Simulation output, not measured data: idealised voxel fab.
process module | voxel transistor to metal
cross-section cut | 160 nm wide | cells 5 nm
A cross-section is a grid of square cells, given in bands from the top down. A band is one or more rows of cells.
Each band's line starts with the height of the band's top and of its bottom, in nm. Then come its materials from left to right, each with its width in nm. One material with "throughout" fills the band from edge to edge. "air" is empty space.
Height 0 is the level under which the wafer as received is all one material. The lowest band goes on downwards, as in "0 down".
A width such as "30 to 40" changes by the same amount from each row of cells to the next, from the band's top row to its bottom row.
"no change" after a step means that no cell of the cross-section changed.
closed voids: empty space of 8 cells or more with no open way to the top, each as width x height at its distance from the left edge, in nm
after a step's settings: what the simulator itself notes on the step
overlay nm, on a step with a mask: how far to the right of its planned place the mask lay; to the left if negative
plan
1 op RECEIVE | material Si
2 op OXIDIZE | depth nm 5
3 op CONFORMAL_DEP | material SiN | thk nm 10
4 op DIRECTIONAL_DEP | material aC | thk nm 15
5 op PATTERN | tone cover | mask id ACTIVE | material resist | width nm 115 | thk nm 35 | overlay nm 0
6 op DIRECTIONAL_ETCH | etch materials aC | depth nm 15
7 op STRIP | etch materials resist
8 op DIRECTIONAL_ETCH | etch materials SiN | depth nm 10
9 op DIRECTIONAL_ETCH | etch materials SiO2 | depth nm 5
10 op DIRECTIONAL_ETCH | etch materials Si | depth nm 30
11 op STRIP | etch materials aC
12 op OXIDIZE | depth nm 5
13 op FILL_DEP | material SiO2 | thk nm 10
14 op CMP | height nm 10
15 op SELECTIVE_ETCH | etch materials SiO2 | depth nm 5
16 op STRIP | etch materials SiN
17 op SELECTIVE_ETCH | etch materials SiO2 | depth nm 5
18 op OXIDIZE | depth nm 5
19 op DIRECTIONAL_DEP | material polySi | thk nm 20
20 op DIRECTIONAL_DEP | material SiCN | thk nm 10
21 op DIRECTIONAL_DEP | material aC | thk nm 15
22 op PATTERN | tone cover | mask id GATE | material resist | width nm 15 | thk nm 30 | overlay nm 0
23 op DIRECTIONAL_ETCH | etch materials aC | depth nm 15
24 op STRIP | etch materials resist
25 op DIRECTIONAL_ETCH | etch materials SiCN | depth nm 20
26 op DIRECTIONAL_ETCH | etch materials polySi | depth nm 30
27 op STRIP | etch materials aC
28 op CONFORMAL_DEP | material SiN | thk nm 10
29 op DIRECTIONAL_ETCH | etch materials SiN | depth nm 10
30 op DIRECTIONAL_ETCH | etch materials SiO2 | depth nm 5
31 op DIRECTIONAL_ETCH | etch materials Si | depth nm 5
32 op EPI | material nSi | thk nm 10
33 op FILL_DEP | material SiO2 | thk nm 5
34 op CMP | height nm 25
35 op DIRECTIONAL_DEP | material SiO2 | thk nm 15
36 op PATTERN | tone open | mask id CONTACT | material resist | width nm 35 | pitch nm 60 | thk nm 20 | overlay nm 0
37 op DIRECTIONAL_ETCH | etch materials SiO2 | depth nm 45
38 op STRIP | etch materials resist
39 op CONFORMAL_DEP | material TiN | thk nm 5
40 op FILL_DEP | material W | thk nm 5
41 op CMP | height nm 40
42 op CONFORMAL_DEP | material SiCN | thk nm 5
43 op DIRECTIONAL_DEP | material lowk | thk nm 15
44 op MASKED_ETCH | tone open | mask id METAL_1 | width nm 20 | pitch nm 75 | etch materials lowk | depth nm 15 | overlay nm 0
45 op MASKED_ETCH | tone open | mask id METAL_1 | width nm 20 | pitch nm 75 | etch materials SiCN | depth nm 5 | overlay nm 0
46 op CONFORMAL_DEP | material TiN | thk nm 5
47 op FILL_DEP | material Cu | thk nm 5
48 op CMP | height nm 60
49 op EPI | material Ru | thk nm 5
50 op FILL_DEP | material SiCN | thk nm 5
first wafer, as planned
as received, after step 1
  0 down: Si throughout
  closed voids: none
after step 2
  0 to -5: SiO2 throughout
  below -5: unchanged
after step 3
  10 to 0: SiN throughout
  below 0: unchanged
after step 4
  25 to 10: aC throughout
  below 10: unchanged
after step 5
  60 to 25: air 20 | resist 115 | air 25
  below 25: unchanged
after step 6
  45 to 25: air 20 | resist 115 | air 25
  25 to 10: air 20 | aC 115 | air 25
  below 10: unchanged
after step 7
  25 to 10: air 20 | aC 115 | air 25
  below 10: unchanged
after step 8
  25 to 10: air 20 | aC 115 | air 25
  10 to 0: air 20 | SiN 115 | air 25
  below 0: unchanged
after step 9
  25 to 10: air 20 | aC 115 | air 25
  10 to 0: air 20 | SiN 115 | air 25
  0 to -5: air 20 | SiO2 115 | air 25
  below -5: unchanged
after step 10
  25 to 10: air 20 | aC 115 | air 25
  10 to 0: air 20 | SiN 115 | air 25
  0 to -5: air 20 | SiO2 115 | air 25
  -5 to -35: air 20 | Si 115 | air 25
  below -35: unchanged
after step 11
  10 to 0: air 20 | SiN 115 | air 25
  below 0: unchanged
after step 12
  10 to 0: air 20 | SiN 115 | air 25
  0 to -5: air 20 | SiO2 115 | air 25
  -5 to -35: air 20 | SiO2 5 | Si 105 | SiO2 5 | air 25
  -35 to -40: SiO2 25 | Si 105 | SiO2 30
  below -40: unchanged
after step 13
  20 to 10: SiO2 throughout
  10 to 0: SiO2 20 | SiN 115 | SiO2 25
  0 to -5: SiO2 throughout
  -5 to -40: SiO2 25 | Si 105 | SiO2 30
  below -40: unchanged
after step 14
  10 to 0: SiO2 20 | SiN 115 | SiO2 25
  below 0: unchanged
after step 15
  10 to 5: air 20 | SiN 115 | air 25
  below 5: unchanged
after step 16
  5 to 0: SiO2 20 | air 115 | SiO2 25
  below 0: unchanged
after step 17
  0 to -5: SiO2 15 | air 125 | SiO2 20
  below -5: unchanged
after step 18
  0 to -5: SiO2 15 | air 125 | SiO2 20
  -5 to -10: SiO2 throughout
  below -10: unchanged
after step 19
  20 to 15: polySi 15 | air 125 | polySi 20
  15 to 0: polySi throughout
  0 to -5: SiO2 15 | polySi 125 | SiO2 20
  below -5: unchanged
after step 20
  30 to 25: SiCN 15 | air 125 | SiCN 20
  25 to 20: SiCN throughout
  20 to 15: polySi 15 | SiCN 125 | polySi 20
  below 15: unchanged
after step 21
  45 to 40: aC 15 | air 125 | aC 20
  40 to 30: aC throughout
  30 to 25: SiCN 15 | aC 125 | SiCN 20
  below 25: unchanged
after step 22
  75 to 45: air 70 | resist 15 | air 75
  45 to 40: aC 15 | air 55 | resist 15 | air 55 | aC 20
  below 40: unchanged
after step 23
  60 to 40: air 70 | resist 15 | air 75
  40 to 30: air 70 | aC 15 | air 75
  30 to 25: SiCN 15 | air 55 | aC 15 | air 55 | SiCN 20
  below 25: unchanged
after step 24
  40 to 30: air 70 | aC 15 | air 75
  below 30: unchanged
after step 25
  40 to 25: air 70 | aC 15 | air 75
  25 to 20: air 70 | SiCN 15 | air 75
  20 to 15: polySi 15 | air 55 | SiCN 15 | air 55 | polySi 20
  below 15: unchanged
after step 26
  40 to 25: air 70 | aC 15 | air 75
  25 to 15: air 70 | SiCN 15 | air 75
  15 to 0: air 70 | polySi 15 | air 75
  0 to -5: SiO2 15 | air 55 | polySi 15 | air 55 | SiO2 20
  below -5: unchanged
after step 27
  25 to 15: air 70 | SiCN 15 | air 75
  below 15: unchanged
after step 28
  35 to 25: air 60 | SiN 35 | air 65
  25 to 15: air 60 | SiN 10 | SiCN 15 | SiN 10 | air 65
  15 to 10: air 60 | SiN 10 | polySi 15 | SiN 10 | air 65
  10 to 5: SiN 25 | air 35 | SiN 10 | polySi 15 | SiN 10 | air 35 | SiN 30
  5 to 0: SiN 70 | polySi 15 | SiN 75
  0 to -5: SiO2 15 | SiN 55 | polySi 15 | SiN 55 | SiO2 20
  below -5: unchanged
after step 29
  25 to 15: air 60 | SiN 10 | SiCN 15 | SiN 10 | air 65
  15 to 0: air 60 | SiN 10 | polySi 15 | SiN 10 | air 65
  0 to -5: SiO2 15 | SiN 10 | air 35 | SiN 10 | polySi 15 | SiN 10 | air 35 | SiN 10 | SiO2 20
  below -5: unchanged
after step 30
  25 to 15: air 60 | SiN 10 | SiCN 15 | SiN 10 | air 65
  15 to 0: air 60 | SiN 10 | polySi 15 | SiN 10 | air 65
  0 to -5: air 15 | SiN 10 | air 35 | SiN 10 | polySi 15 | SiN 10 | air 35 | SiN 10 | air 20
  -5 to -10: SiO2 25 | air 35 | SiO2 35 | air 35 | SiO2 30
  below -10: unchanged
after step 31
  25 to 15: air 60 | SiN 10 | SiCN 15 | SiN 10 | air 65
  15 to 0: air 60 | SiN 10 | polySi 15 | SiN 10 | air 65
  0 to -5: air 15 | SiN 10 | air 35 | SiN 10 | polySi 15 | SiN 10 | air 35 | SiN 10 | air 20
  -5 to -10: SiO2 25 | air 35 | SiO2 35 | air 35 | SiO2 30
  -10 to -15: SiO2 25 | air 35 | Si 35 | air 35 | SiO2 30
  below -15: unchanged
after step 32
  25 to 15: air 60 | SiN 10 | SiCN 15 | SiN 10 | air 65
  15 to 0: air 60 | SiN 10 | polySi 15 | SiN 10 | air 65
  0 to -5: air 15 | SiN 10 | air 25 | nSi 10 | SiN 10 | polySi 15 | SiN 10 | nSi 10 | air 25 | SiN 10 | air 20
  -5 to -10: SiO2 25 | nSi 35 | SiO2 35 | nSi 35 | SiO2 30
  -10 to -15: SiO2 25 | nSi 35 | Si 35 | nSi 35 | SiO2 30
  below -15: unchanged
after step 33
  30 to 25: SiO2 throughout
  25 to 15: SiO2 60 | SiN 10 | SiCN 15 | SiN 10 | SiO2 65
  15 to 0: SiO2 60 | SiN 10 | polySi 15 | SiN 10 | SiO2 65
  0 to -5: SiO2 15 | SiN 10 | SiO2 25 | nSi 10 | SiN 10 | polySi 15 | SiN 10 | nSi 10 | SiO2 25 | SiN 10 | SiO2 20
  below -5: unchanged
after step 34
  25 to 15: SiO2 60 | SiN 10 | SiCN 15 | SiN 10 | SiO2 65
  below 15: unchanged
after step 35
  40 to 25: SiO2 throughout
  below 25: unchanged
after step 36
  60 to 40: resist 30 | air 35 | resist 25 | air 35 | resist 35
  below 40: unchanged
after step 37
  60 to 40: resist 30 | air 35 | resist 25 | air 35 | resist 35
  40 to 25: SiO2 30 | air 35 | SiO2 25 | air 35 | SiO2 35
  25 to 15: SiO2 30 | air 30 | SiN 10 | SiCN 15 | SiN 10 | air 30 | SiO2 35
  15 to 0: SiO2 30 | air 30 | SiN 10 | polySi 15 | SiN 10 | air 30 | SiO2 35
  0 to -5: SiO2 15 | SiN 10 | SiO2 5 | air 20 | nSi 10 | SiN 10 | polySi 15 | SiN 10 | nSi 10 | air 20 | SiO2 5 | SiN 10 | SiO2 20
  below -5: unchanged
after step 38
  40 to 25: SiO2 30 | air 35 | SiO2 25 | air 35 | SiO2 35
  below 25: unchanged
after step 39
  45 to 40: TiN 35 | air 25 | TiN 35 | air 25 | TiN 40
  40 to 30: SiO2 30 | TiN 5 | air 25 | TiN 5 | SiO2 25 | TiN 5 | air 25 | TiN 5 | SiO2 35
  30 to 25: SiO2 30 | TiN 5 | air 20 | TiN 10 | SiO2 25 | TiN 10 | air 20 | TiN 5 | SiO2 35
  25 to 15: SiO2 30 | TiN 5 | air 20 | TiN 5 | SiN 10 | SiCN 15 | SiN 10 | TiN 5 | air 20 | TiN 5 | SiO2 35
  15 to 5: SiO2 30 | TiN 5 | air 20 | TiN 5 | SiN 10 | polySi 15 | SiN 10 | TiN 5 | air 20 | TiN 5 | SiO2 35
  5 to 0: SiO2 30 | TiN 5 | air 10 | TiN 15 | SiN 10 | polySi 15 | SiN 10 | TiN 15 | air 10 | TiN 5 | SiO2 35
  0 to -5: SiO2 15 | SiN 10 | SiO2 5 | TiN 20 | nSi 10 | SiN 10 | polySi 15 | SiN 10 | nSi 10 | TiN 20 | SiO2 5 | SiN 10 | SiO2 20
  below -5: unchanged
after step 40
  50 to 45: W throughout
  45 to 40: TiN 35 | W 25 | TiN 35 | W 25 | TiN 40
  40 to 30: SiO2 30 | TiN 5 | W 25 | TiN 5 | SiO2 25 | TiN 5 | W 25 | TiN 5 | SiO2 35
  30 to 25: SiO2 30 | TiN 5 | W 20 | TiN 10 | SiO2 25 | TiN 10 | W 20 | TiN 5 | SiO2 35
  25 to 15: SiO2 30 | TiN 5 | W 20 | TiN 5 | SiN 10 | SiCN 15 | SiN 10 | TiN 5 | W 20 | TiN 5 | SiO2 35
  15 to 5: SiO2 30 | TiN 5 | W 20 | TiN 5 | SiN 10 | polySi 15 | SiN 10 | TiN 5 | W 20 | TiN 5 | SiO2 35
  5 to 0: SiO2 30 | TiN 5 | W 10 | TiN 15 | SiN 10 | polySi 15 | SiN 10 | TiN 15 | W 10 | TiN 5 | SiO2 35
  below 0: unchanged
after step 41
  40 to 30: SiO2 30 | TiN 5 | W 25 | TiN 5 | SiO2 25 | TiN 5 | W 25 | TiN 5 | SiO2 35
  below 30: unchanged
after step 42
  45 to 40: SiCN throughout
  below 40: unchanged
after step 43
  60 to 45: lowk throughout
  below 45: unchanged
after step 44
  60 to 45: lowk 30 | air 20 | lowk 55 | air 20 | lowk 35
  below 45: unchanged
after step 45
  60 to 45: lowk 30 | air 20 | lowk 55 | air 20 | lowk 35
  45 to 40: SiCN 30 | air 20 | SiCN 55 | air 20 | SiCN 35
  below 40: unchanged
after step 46
  65 to 60: TiN 35 | air 10 | TiN 65 | air 10 | TiN 40
  60 to 45: lowk 30 | TiN 5 | air 10 | TiN 5 | lowk 55 | TiN 5 | air 10 | TiN 5 | lowk 35
  45 to 40: SiCN 30 | TiN 20 | SiCN 55 | TiN 20 | SiCN 35
  below 40: unchanged
after step 47
  70 to 65: Cu throughout
  65 to 60: TiN 35 | Cu 10 | TiN 65 | Cu 10 | TiN 40
  60 to 45: lowk 30 | TiN 5 | Cu 10 | TiN 5 | lowk 55 | TiN 5 | Cu 10 | TiN 5 | lowk 35
  below 45: unchanged
after step 48
  60 to 45: lowk 30 | TiN 5 | Cu 10 | TiN 5 | lowk 55 | TiN 5 | Cu 10 | TiN 5 | lowk 35
  below 45: unchanged
after step 49
  65 to 60: air 25 | Ru 30 | air 45 | Ru 30 | air 30
  below 60: unchanged
after step 50
  70 to 65: SiCN throughout
  65 to 60: SiCN 25 | Ru 30 | SiCN 45 | Ru 30 | SiCN 30
  below 60: unchanged
second wafer: like start, like plan, one mistake. Through step 43 it matches the first wafer
when step 44 should have ended
  60 to 45: lowk 20 | air 20 | lowk 55 | air 20 | lowk 45
  below 45: unchanged
when step 45 should have ended
  60 to 45: lowk 20 | air 20 | lowk 55 | air 20 | lowk 45
  45 to 40: SiCN 30 | air 10 | SiCN 65 | air 10 | SiCN 45
  below 40: unchanged
when step 46 should have ended
  65 to 60: TiN 25 | air 10 | TiN 65 | air 10 | TiN 50
  60 to 50: lowk 20 | TiN 5 | air 10 | TiN 5 | lowk 55 | TiN 5 | air 10 | TiN 5 | lowk 45
  50 to 45: lowk 20 | TiN 20 | lowk 55 | TiN 20 | lowk 45
  45 to 40: SiCN 30 | TiN 10 | SiCN 65 | TiN 10 | SiCN 45
  below 40: unchanged
when step 47 should have ended
  70 to 65: Cu throughout
  65 to 60: TiN 25 | Cu 10 | TiN 65 | Cu 10 | TiN 50
  60 to 50: lowk 20 | TiN 5 | Cu 10 | TiN 5 | lowk 55 | TiN 5 | Cu 10 | TiN 5 | lowk 45
  below 50: unchanged
when step 48 should have ended
  60 to 50: lowk 20 | TiN 5 | Cu 10 | TiN 5 | lowk 55 | TiN 5 | Cu 10 | TiN 5 | lowk 45
  below 50: unchanged
when step 49 should have ended
  65 to 60: air 15 | Ru 30 | air 45 | Ru 30 | air 40
  below 60: unchanged
when step 50 should have ended
  70 to 65: SiCN throughout
  65 to 60: SiCN 15 | Ru 30 | SiCN 45 | Ru 30 | SiCN 40
  below 60: unchanged
what went wrong: step 44 ran as: op MASKED_ETCH | tone open | mask id METAL_1 | width nm 20 | pitch nm 75 | etch materials lowk | depth nm 15 | overlay nm -10
at the end the second wafer has, in cells: 4 fewer of Cu | 4 more of SiCN
